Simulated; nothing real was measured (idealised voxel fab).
process module | voxel gate over fins
cross-section cut | 265 nm wide | cells 5 nm
A cross-section is a grid of square cells, given in bands from the top down. A band is one or more rows of cells.
Each band's line starts with the height of the band's top and of its bottom, in nm. Then come its materials from left to right, each with its width in nm. One material with "throughout" fills the band from edge to edge. "air" is empty space.
Height 0 is the level under which the wafer as received is all one material. The lowest band goes on downwards, as in "0 down".
A width such as "30 to 40" changes by the same amount from each row of cells to the next, from the band's top row to its bottom row.
"no change" after a step means that no cell of the cross-section changed.
closed voids: empty space of 8 cells or more with no open way to the top, each as width x height at its distance from the left edge, in nm
after a step's settings: what the simulator itself notes on the step
overlay nm, on a step with a mask: how far to the right of its planned place the mask lay; to the left if negative
plan
1 op RECEIVE | material Si
2 op CONFORMAL_DEP | material SiN | thk nm 10
3 op MASKED_ETCH | tone cover | mask id FINS | width nm 15 | pitch nm 45 | etch materials SiN | depth nm 10 | overlay nm 0
4 op MASKED_ETCH | tone cover | mask id FINS | width nm 15 | pitch nm 45 | etch materials Si | depth nm 30 | overlay nm 0
5 op OXIDIZE | depth nm 5
6 op FILL_DEP | material SiO2 | thk nm 5
7 op CMP | height nm 10
8 op SELECTIVE_ETCH | etch materials SiO2 | depth nm 25
9 op STRIP | etch materials SiN
10 op CONFORMAL_DEP | material HfO2 | thk nm 5
11 op CONFORMAL_DEP | material TiN | thk nm 5
12 op CONFORMAL_DEP | material TiAl | thk nm 5
13 op CONFORMAL_DEP | material TiN | thk nm 5
14 op FILL_DEP | material W | thk nm 10
15 op CMP | height nm 25
16 op CONFORMAL_DEP | material SiCN | thk nm 10
first wafer, as planned
as received, after step 1
  0 down: Si throughout
  closed voids: none
after step 2
  10 to 0: SiN throughout
  below 0: unchanged
after step 3
  10 to 0: air 55 | SiN 15 | air 30 | SiN 15 | air 30 | SiN 15 | air 30 | SiN 15 | air 60
  below 0: unchanged
after step 4
  10 to 0: air 55 | SiN 15 | air 30 | SiN 15 | air 30 | SiN 15 | air 30 | SiN 15 | air 60
  0 to -30: air 55 | Si 15 | air 30 | Si 15 | air 30 | Si 15 | air 30 | Si 15 | air 60
  below -30: unchanged
after step 5
  10 to 0: air 55 | SiN 15 | air 30 | SiN 15 | air 30 | SiN 15 | air 30 | SiN 15 | air 60
  0 to -30: air 55 | SiO2 5 | Si 5 | SiO2 5 | air 30 | SiO2 5 | Si 5 | SiO2 5 | air 30 | SiO2 5 | Si 5 | SiO2 5 | air 30 | SiO2 5 | Si 5 | SiO2 5 | air 60
  -30 to -35: SiO2 60 | Si 5 | SiO2 40 | Si 5 | SiO2 40 | Si 5 | SiO2 40 | Si 5 | SiO2 65
  below -35: unchanged
after step 6
  15 to 10: SiO2 throughout
  10 to 0: SiO2 55 | SiN 15 | SiO2 30 | SiN 15 | SiO2 30 | SiN 15 | SiO2 30 | SiN 15 | SiO2 60
  0 to -35: SiO2 60 | Si 5 | SiO2 40 | Si 5 | SiO2 40 | Si 5 | SiO2 40 | Si 5 | SiO2 65
  below -35: unchanged
after step 7
  10 to 0: SiO2 55 | SiN 15 | SiO2 30 | SiN 15 | SiO2 30 | SiN 15 | SiO2 30 | SiN 15 | SiO2 60
  below 0: unchanged
after step 8
  10 to 0: air 55 | SiN 15 | air 30 | SiN 15 | air 30 | SiN 15 | air 30 | SiN 15 | air 60
  0 to -15: air 60 | Si 5 | air 40 | Si 5 | air 40 | Si 5 | air 40 | Si 5 | air 65
  below -15: unchanged
after step 9
  0 to -15: air 60 | Si 5 | air 40 | Si 5 | air 40 | Si 5 | air 40 | Si 5 | air 65
  below -15: unchanged
after step 10
  5 to 0: air 55 | HfO2 15 | air 30 | HfO2 15 | air 30 | HfO2 15 | air 30 | HfO2 15 | air 60
  0 to -10: air 55 | HfO2 5 | Si 5 | HfO2 5 | air 30 | HfO2 5 | Si 5 | HfO2 5 | air 30 | HfO2 5 | Si 5 | HfO2 5 | air 30 | HfO2 5 | Si 5 | HfO2 5 | air 60
  -10 to -15: HfO2 60 | Si 5 | HfO2 40 | Si 5 | HfO2 40 | Si 5 | HfO2 40 | Si 5 | HfO2 65
  below -15: unchanged
after step 11
  10 to 5: air 50 | TiN 25 | air 20 | TiN 25 | air 20 | TiN 25 | air 20 | TiN 25 | air 55
  5 to 0: air 50 | TiN 5 | HfO2 15 | TiN 5 | air 20 | TiN 5 | HfO2 15 | TiN 5 | air 20 | TiN 5 | HfO2 15 | TiN 5 | air 20 | TiN 5 | HfO2 15 | TiN 5 | air 55
  0 to -5: air 50 | TiN 5 | HfO2 5 | Si 5 | HfO2 5 | TiN 5 | air 20 | TiN 5 | HfO2 5 | Si 5 | HfO2 5 | TiN 5 | air 20 | TiN 5 | HfO2 5 | Si 5 | HfO2 5 | TiN 5 | air 20 | TiN 5 | HfO2 5 | Si 5 | HfO2 5 | TiN 5 | air 55
  -5 to -10: TiN 55 | HfO2 5 | Si 5 | HfO2 5 | TiN 30 | HfO2 5 | Si 5 | HfO2 5 | TiN 30 | HfO2 5 | Si 5 | HfO2 5 | TiN 30 | HfO2 5 | Si 5 | HfO2 5 | TiN 60
  below -10: unchanged
after step 12
  15 to 10: air 45 | TiAl 35 | air 10 | TiAl 35 | air 10 | TiAl 35 | air 10 | TiAl 35 | air 50
  10 to 5: air 45 | TiAl 5 | TiN 25 | TiAl 5 | air 10 | TiAl 5 | TiN 25 | TiAl 5 | air 10 | TiAl 5 | TiN 25 | TiAl 5 | air 10 | TiAl 5 | TiN 25 | TiAl 5 | air 50
  5 to 0: air 45 | TiAl 5 | TiN 5 | HfO2 15 | TiN 5 | TiAl 5 | air 10 | TiAl 5 | TiN 5 | HfO2 15 | TiN 5 | TiAl 5 | air 10 | TiAl 5 | TiN 5 | HfO2 15 | TiN 5 | TiAl 5 | air 10 | TiAl 5 | TiN 5 | HfO2 15 | TiN 5 | TiAl 5 | air 50
  0 to -5: TiAl 50 | TiN 5 | HfO2 5 | Si 5 | HfO2 5 | TiN 5 | TiAl 20 | TiN 5 | HfO2 5 | Si 5 | HfO2 5 | TiN 5 | TiAl 20 | TiN 5 | HfO2 5 | Si 5 | HfO2 5 | TiN 5 | TiAl 20 | TiN 5 | HfO2 5 | Si 5 | HfO2 5 | TiN 5 | TiAl 55
  below -5: unchanged
after step 13
  20 to 15: air 40 | TiN 180 | air 45
  15 to 10: air 40 | TiN 5 | TiAl 35 | TiN 10 | TiAl 35 | TiN 10 | TiAl 35 | TiN 10 | TiAl 35 | TiN 5 | air 45
  10 to 5: air 40 | TiN 5 | TiAl 5 | TiN 25 | TiAl 5 | TiN 10 | TiAl 5 | TiN 25 | TiAl 5 | TiN 10 | TiAl 5 | TiN 25 | TiAl 5 | TiN 10 | TiAl 5 | TiN 25 | TiAl 5 | TiN 5 | air 45
  5 to 0: TiN 45 | TiAl 5 | TiN 5 | HfO2 15 | TiN 5 | TiAl 5 | TiN 10 | TiAl 5 | TiN 5 | HfO2 15 | TiN 5 | TiAl 5 | TiN 10 | TiAl 5 | TiN 5 | HfO2 15 | TiN 5 | TiAl 5 | TiN 10 | TiAl 5 | TiN 5 | HfO2 15 | TiN 5 | TiAl 5 | TiN 50
  below 0: unchanged
after step 14
  30 to 20: W throughout
  20 to 15: W 40 | TiN 180 | W 45
  15 to 10: W 40 | TiN 5 | TiAl 35 | TiN 10 | TiAl 35 | TiN 10 | TiAl 35 | TiN 10 | TiAl 35 | TiN 5 | W 45
  10 to 5: W 40 | TiN 5 | TiAl 5 | TiN 25 | TiAl 5 | TiN 10 | TiAl 5 | TiN 25 | TiAl 5 | TiN 10 | TiAl 5 | TiN 25 | TiAl 5 | TiN 10 | TiAl 5 | TiN 25 | TiAl 5 | TiN 5 | W 45
  below 5: unchanged
after step 15
  25 to 20: W throughout
  below 20: unchanged
after step 16
  35 to 25: SiCN throughout
  below 25: unchanged
second wafer: like start, like plan, one mistake. Through step 2 it matches the first wafer
when step 3 should have ended
  10 to 0: SiN 55 | air 15 | SiN 30 | air 15 | SiN 30 | air 15 | SiN 30 | air 15 | SiN 60
  below 0: unchanged
when step 4 should have ended: no change
when step 5 should have ended
  10 to 0: SiN 55 | air 15 | SiN 30 | air 15 | SiN 30 | air 15 | SiN 30 | air 15 | SiN 60
  0 to -5: Si 50 | SiO2 25 | Si 20 | SiO2 25 | Si 20 | SiO2 25 | Si 20 | SiO2 25 | Si 55
  below -5: unchanged
when step 6 should have ended
  15 to 10: SiO2 throughout
  10 to 0: SiN 55 | SiO2 15 | SiN 30 | SiO2 15 | SiN 30 | SiO2 15 | SiN 30 | SiO2 15 | SiN 60
  below 0: unchanged
when step 7 should have ended
  10 to 0: SiN 55 | SiO2 15 | SiN 30 | SiO2 15 | SiN 30 | SiO2 15 | SiN 30 | SiO2 15 | SiN 60
  below 0: unchanged
when step 8 should have ended
  10 to 0: SiN 55 | air 15 | SiN 30 | air 15 | SiN 30 | air 15 | SiN 30 | air 15 | SiN 60
  0 to -5: Si 50 | air 25 | Si 20 | air 25 | Si 20 | air 25 | Si 20 | air 25 | Si 55
  below -5: unchanged
when step 9 should have ended
  0 to -5: Si 50 | air 25 | Si 20 | air 25 | Si 20 | air 25 | Si 20 | air 25 | Si 55
  below -5: unchanged
when step 10 should have ended
  5 to 0: HfO2 55 | air 15 | HfO2 30 | air 15 | HfO2 30 | air 15 | HfO2 30 | air 15 | HfO2 60
  0 to -5: Si 50 | HfO2 25 | Si 20 | HfO2 25 | Si 20 | HfO2 25 | Si 20 | HfO2 25 | Si 55
  below -5: unchanged
when step 11 should have ended
  10 to 5: TiN 60 | air 5 | TiN 40 | air 5 | TiN 40 | air 5 | TiN 40 | air 5 | TiN 65
  5 to 0: HfO2 55 | TiN 15 | HfO2 30 | TiN 15 | HfO2 30 | TiN 15 | HfO2 30 | TiN 15 | HfO2 60
  below 0: unchanged
when step 12 should have ended
  15 to 10: TiAl throughout
  10 to 5: TiN 60 | TiAl 5 | TiN 40 | TiAl 5 | TiN 40 | TiAl 5 | TiN 40 | TiAl 5 | TiN 65
  below 5: unchanged
when step 13 should have ended
  20 to 15: TiN throughout
  below 15: unchanged
when step 14 should have ended
  30 to 20: W throughout
  below 20: unchanged
when step 15 should have ended
  25 to 20: W throughout
  below 20: unchanged
when step 16 should have ended
  35 to 25: SiCN throughout
  below 25: unchanged
what went wrong: step 3 ran as: op MASKED_ETCH | tone open | mask id FINS | width nm 15 | pitch nm 45 | etch materials SiN | depth nm 10 | overlay nm 0
at the end the second wafer has, in cells: 16 fewer of HfO2 | 323 more of Si | 196 fewer of SiO2 | 20 fewer of TiAl | 40 fewer of TiN | 51 fewer of W
